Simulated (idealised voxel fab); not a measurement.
process module | voxel ribs on slabs
cross-section cut | 200 nm wide | cells 5 nm
A cross-section is a grid of square cells, given in bands from the top down. A band is one or more rows of cells.
Each band's line starts with the height of the band's top and of its bottom, in nm. Then come its materials from left to right, each with its width in nm. One material with "throughout" fills the band from edge to edge. "air" is empty space.
Height 0 is the level under which the wafer as received is all one material. The lowest band goes on downwards, as in "0 down".
A width such as "30 to 40" changes by the same amount from each row of cells to the next, from the band's top row to its bottom row.
"no change" after a step means that no cell of the cross-section changed.
closed voids: empty space of 8 cells or more with no open way to the top, each as width x height at its distance from the left edge, in nm
after a step's settings: what the simulator itself notes on the step
overlay nm, on a step with a mask: how far to the right of its planned place the mask lay; to the left if negative
plan
1 op RECEIVE | material Si
2 op DIRECTIONAL_DEP | material SiO2 | thk nm 30
3 op DIRECTIONAL_DEP | material polySi | thk nm 15
4 op MASKED_ETCH | tone cover | mask id RIB | width nm 15 | etch materials polySi | depth nm 10 | overlay nm 0
5 op PATTERN | tone cover | mask id SLAB | material resist | width nm 55 | thk nm 15 | overlay nm 0
6 op DIRECTIONAL_ETCH | etch materials polySi | depth nm 5
7 op STRIP | etch materials resist
8 op FILL_DEP | material SiO2 | thk nm 20
9 op CMP | height nm 55
10 op DIRECTIONAL_DEP | material W | thk nm 5
11 op MASKED_ETCH | tone cover | mask id HEATER | width nm 25 | etch materials W | depth nm 5 | overlay nm 0
12 op CONFORMAL_DEP | material SiN | thk nm 5
as received, after step 1
  0 down: Si throughout
  closed voids: none
first wafer at the end, as planned
  65 to 60: air 80 | SiN 35 | air 85
  60 to 55: SiN 85 | W 25 | SiN 90
  55 to 45: SiO2 throughout
  45 to 35: SiO2 90 | polySi 15 | SiO2 95
  35 to 30: SiO2 70 | polySi 55 | SiO2 75
  30 to 0: SiO2 throughout
  0 down: Si throughout
  closed voids: none
second wafer at the end: like start, like plan, one mistake
  60 to 55: air 85 | W 25 | air 90
  55 to 45: SiO2 throughout
  45 to 35: SiO2 90 | polySi 15 | SiO2 95
  35 to 30: SiO2 70 | polySi 55 | SiO2 75
  30 to 0: SiO2 throughout
  0 down: Si throughout
  closed voids: none
what went wrong: step 12 was left out
at the end the second wafer has, in cells: 42 fewer of SiN
